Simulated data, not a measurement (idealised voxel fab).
The document below concerns the process module designated voxel gate over fins.
Square cell edge 5 nm, section width 200 nm, ID cut.
When this document writes out a cross-section, it uses a grid of square cells and lists it as bands, beginning at the top and moving down, with a band standing for one or more rows of cells. In this notation a band is specified by the heights of its top and bottom, in that order and in nm, after which its materials appear from left to right, each paired with its width in nm. The word "edge to edge" attached to a single material means that material fills the band from edge to edge; the word "empty" stands for empty space. Counting heights begins at 0, where everything beneath is, in the wafer as received, one material. The lowest band has no bottom; it goes on downwards, as "z 0 and below" shows. Quick explanation for "30->40": the width changes in equal steps down the rows of cells, from the first number in the band's top row to the second number in its bottom row. No cell of the cross-section changed in a step that is given as "stayed the same". "Voids, fully enclosed" specifies each empty space that is not open to the top and that occupies no fewer than 8 cells, using the form width x height at distance, the distance measured from the left edge and all three quantities in nm. Step line, after settings: the simulator's comment on this step. overlay nm: mask offset rightward from planned place, masked step; negative means leftward offset.

Process steps - plan
- 1: RECEIVE [material Si]
- 2: CONFORMAL_DEP [material SiN] [thk nm 10]
- 3: PATTERN [tone cover] [mask id FINS] [material resist] [width nm 15] [pitch nm 35] [thk nm 15] [overlay nm 0]
- 4: DIRECTIONAL_ETCH [etch materials SiN] [depth nm 10]
- 5: DIRECTIONAL_ETCH [etch materials Si] [depth nm 40]
- 6: STRIP [etch materials resist]
- 7: OXIDIZE [depth nm 5]
- 8: FILL_DEP [material SiO2] [thk nm 5]
- 9: CMP [height nm 10]
- 10: SELECTIVE_ETCH [etch materials SiO2] [depth nm 20]
- 11: STRIP [etch materials SiN]
- 12: CONFORMAL_DEP [material HfO2] [thk nm 5]
- 13: CONFORMAL_DEP [material TiN] [thk nm 5]
- 14: FILL_DEP [material W] [thk nm 15]
- 15: CMP [height nm 20]
- 16: CONFORMAL_DEP [material SiCN] [thk nm 10]

Wafer as received: cross-section following step 1
	z 0 and below: Si edge to edge
	Voids, fully enclosed: none

Module complete - cross-section of the first of two wafers, run according to plan
	z 30 to 20: SiCN edge to edge
	z 20 to 10: W edge to edge
	z 10 to 5: 70 W / 25 TiN / 10 W / 25 TiN / 70 W
	z 5 to 0: 70 W / 5 TiN / 15 HfO2 / 5 TiN / 10 W / 5 TiN / 15 HfO2 / 5 TiN / 70 W
	z 0 to -5: 75 TiN / 5 HfO2 / 5 Si / 5 HfO2 / 20 TiN / 5 HfO2 / 5 Si / 5 HfO2 / 75 TiN
	z -5 to -10: 80 HfO2 / 5 Si / 30 HfO2 / 5 Si / 80 HfO2
	z -10 to -45: 80 SiO2 / 5 Si / 30 SiO2 / 5 Si / 80 SiO2
	z -45 and below: Si edge to edge
	Voids, fully enclosed: none

Same start, same plan as the first wafer - but one mistake in the run. Cross-section of the second of the two at the end of the module
	z 30 to 20: SiCN edge to edge
	z 20 to 10: W edge to edge
	z 10 to 5: 70 W / 25 HfO2 / 10 W / 25 HfO2 / 70 W
	z 5 to 0: 70 W / 5 HfO2 / 15 TiN / 5 HfO2 / 10 W / 5 HfO2 / 15 TiN / 5 HfO2 / 70 W
	z 0 to -5: 75 HfO2 / 5 TiN / 5 Si / 5 TiN / 20 HfO2 / 5 TiN / 5 Si / 5 TiN / 75 HfO2
	z -5 to -10: 80 TiN / 5 Si / 30 TiN / 5 Si / 80 TiN
	z -10 to -45: 80 SiO2 / 5 Si / 30 SiO2 / 5 Si / 80 SiO2
	z -45 and below: Si edge to edge
	Voids, fully enclosed: none
So what did we get wrong on this run? steps 12 and 13 swapped
The concluding comparison shows that, measured in cells, each material is equally abundant on both wafers, albeit at different positions.
